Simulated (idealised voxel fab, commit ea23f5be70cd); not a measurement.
Process module name: voxel released beams
The cross-section shown here is cut; it is 285 nm wide and divided into square cells measuring 5 nm on a side.
Think of the cross-section as a grid of square cells. We describe it in bands, top to bottom, and each band covers one or more rows of those cells.
Basically the band line says how high the top is and how high the bottom is, in nm, and then what's in it from left to right, every material with its width in nm. Empty space shows up as "air", and if a single material carries "throughout" it runs the full band edge to edge.
We count height from 0. Below that, the starting wafer is all one material. The lowest band never ends at the bottom but goes on down; see "0 and below" for how that is written.
It should be noted that a width expressed as "30..40" varies in equal increments from row to row of cells within the band, taking the value of the first number at the top row and that of the second number at the bottom row.
Key: "remained the same" - step with no changed cell in the cross-section.
Enclosed voids (no open way to top), threshold 8 cells or more, entry "Closed cavities", notation width x height at distance, distance from left edge, nm.
It should be noted that, on the line of a given step, the content following the step's settings is a remark produced by the simulator itself with respect to that step.
"overlay nm" answers the question of how far to the right of plan the mask lay on a step that has a mask, and when it is negative the answer is to the left.
Steps in the process plan:
1) RECEIVE with material Si
2) CONFORMAL_DEP with material SiN, thk nm 10
3) DIRECTIONAL_DEP with material SiO2, thk nm 10
4) MASKED_ETCH with tone open, mask id ANCHOR, width nm 25, etch materials SiO2, depth nm 10, overlay nm 0
5) CONFORMAL_DEP with material polySi, thk nm 10
6) DIRECTIONAL_DEP with material aC, thk nm 15
7) PATTERN with tone cover, mask id BEAM, material resist, width nm 90, thk nm 30, overlay nm 0
8) DIRECTIONAL_ETCH with etch materials aC, depth nm 15
9) STRIP with etch materials resist
10) DIRECTIONAL_ETCH with etch materials polySi, depth nm 10
11) STRIP with etch materials aC
12) STRIP with etch materials SiO2
First wafer out of two, processed as planned:
This is the cross-section of the wafer as we received it, i.e. after step 1:
    0 and below  Si throughout
    Closed cavities: none
The wafer in cross-section once step 2 is complete:
    10 down to 0  SiN throughout
    Note: structure below 0 unchanged.
The wafer in cross-section once step 3 is complete:
    20 down to 10  SiO2 throughout
    Note: structure below 10 unchanged.
The wafer in cross-section once step 4 is complete:
    20 down to 10  100 nm SiO2; 25 nm air; 160 nm SiO2
    Note: structure below 10 unchanged.
The wafer in cross-section once step 5 is complete:
    30 down to 20  110 nm polySi; 5 nm air; 170 nm polySi
    20 down to 10  100 nm SiO2; 25 nm polySi; 160 nm SiO2
    Note: structure below 10 unchanged.
The wafer in cross-section once step 6 is complete:
    45 down to 35  110 nm aC; 5 nm air; 170 nm aC
    35 down to 30  aC throughout
    30 down to 20  110 nm polySi; 5 nm aC; 170 nm polySi
    Note: structure below 20 unchanged.
The wafer in cross-section once step 7 is complete:
    75 down to 45  95 nm air; 90 nm resist; 100 nm air
    45 down to 35  110 nm aC; 5 nm resist; 170 nm aC
    Note: structure below 35 unchanged.
The wafer in cross-section once step 8 is complete:
    60 down to 45  95 nm air; 90 nm resist; 100 nm air
    45 down to 35  95 nm air; 15 nm aC; 5 nm resist; 70 nm aC; 100 nm air
    35 down to 30  95 nm air; 90 nm aC; 100 nm air
    Note: structure below 30 unchanged.
The wafer in cross-section once step 9 is complete:
    45 down to 35  95 nm air; 15 nm aC; 5 nm air; 70 nm aC; 100 nm air
    Note: structure below 35 unchanged.
The wafer in cross-section once step 10 is complete:
    45 down to 35  95 nm air; 15 nm aC; 5 nm air; 70 nm aC; 100 nm air
    35 down to 30  95 nm air; 90 nm aC; 100 nm air
    30 down to 20  95 nm air; 15 nm polySi; 5 nm aC; 70 nm polySi; 100 nm air
    Note: structure below 20 unchanged.
The wafer in cross-section once step 11 is complete:
    30 down to 20  95 nm air; 15 nm polySi; 5 nm air; 70 nm polySi; 100 nm air
    Note: structure below 20 unchanged.
The wafer in cross-section once step 12 is complete:
    30 down to 20  95 nm air; 15 nm polySi; 5 nm air; 70 nm polySi; 100 nm air
    20 down to 10  100 nm air; 25 nm polySi; 160 nm air
    Note: structure below 10 unchanged.
Now the other wafer: same start, same recipe, but we messed up one thing when running it. Up to and including step 3 it's the same as the first one:
What the second wafer looks like in cross-section when step 4 should have wrapped up:
    20 down to 10  110 nm SiO2; 25 nm air; 150 nm SiO2
    Note: structure below 10 unchanged.
What the second wafer looks like in cross-section when step 5 should have wrapped up:
    30 down to 20  120 nm polySi; 5 nm air; 160 nm polySi
    20 down to 10  110 nm SiO2; 25 nm polySi; 150 nm SiO2
    Note: structure below 10 unchanged.
What the second wafer looks like in cross-section when step 6 should have wrapped up:
    45 down to 35  120 nm aC; 5 nm air; 160 nm aC
    35 down to 30  aC throughout
    30 down to 20  120 nm polySi; 5 nm aC; 160 nm polySi
    Note: structure below 20 unchanged.
What the second wafer looks like in cross-section when step 7 should have wrapped up:
    75 down to 45  95 nm air; 90 nm resist; 100 nm air
    45 down to 35  120 nm aC; 5 nm resist; 160 nm aC
    Note: structure below 35 unchanged.
What the second wafer looks like in cross-section when step 8 should have wrapped up:
    60 down to 45  95 nm air; 90 nm resist; 100 nm air
    45 down to 35  95 nm air; 25 nm aC; 5 nm resist; 60 nm aC; 100 nm air
    35 down to 30  95 nm air; 90 nm aC; 100 nm air
    Note: structure below 30 unchanged.
What the second wafer looks like in cross-section when step 9 should have wrapped up:
    45 down to 35  95 nm air; 25 nm aC; 5 nm air; 60 nm aC; 100 nm air
    Note: structure below 35 unchanged.
What the second wafer looks like in cross-section when step 10 should have wrapped up:
    45 down to 35  95 nm air; 25 nm aC; 5 nm air; 60 nm aC; 100 nm air
    35 down to 30  95 nm air; 90 nm aC; 100 nm air
    30 down to 20  95 nm air; 25 nm polySi; 5 nm aC; 60 nm polySi; 100 nm air
    Note: structure below 20 unchanged.
What the second wafer looks like in cross-section when step 11 should have wrapped up:
    30 down to 20  95 nm air; 25 nm polySi; 5 nm air; 60 nm polySi; 100 nm air
    Note: structure below 20 unchanged.
What the second wafer looks like in cross-section when step 12 should have wrapped up:
    30 down to 20  95 nm air; 25 nm polySi; 5 nm air; 60 nm polySi; 100 nm air
    20 down to 10  110 nm air; 25 nm polySi; 150 nm air
    Note: structure below 10 unchanged.
Processing error: contrary to plan, step 4 was performed as MASKED_ETCH with tone open, mask id ANCHOR, width nm 25, etch materials SiO2, depth nm 10, overlay nm 10
At the close, every material occupies the same number of cells on the second wafer as on the first, only in different positions.
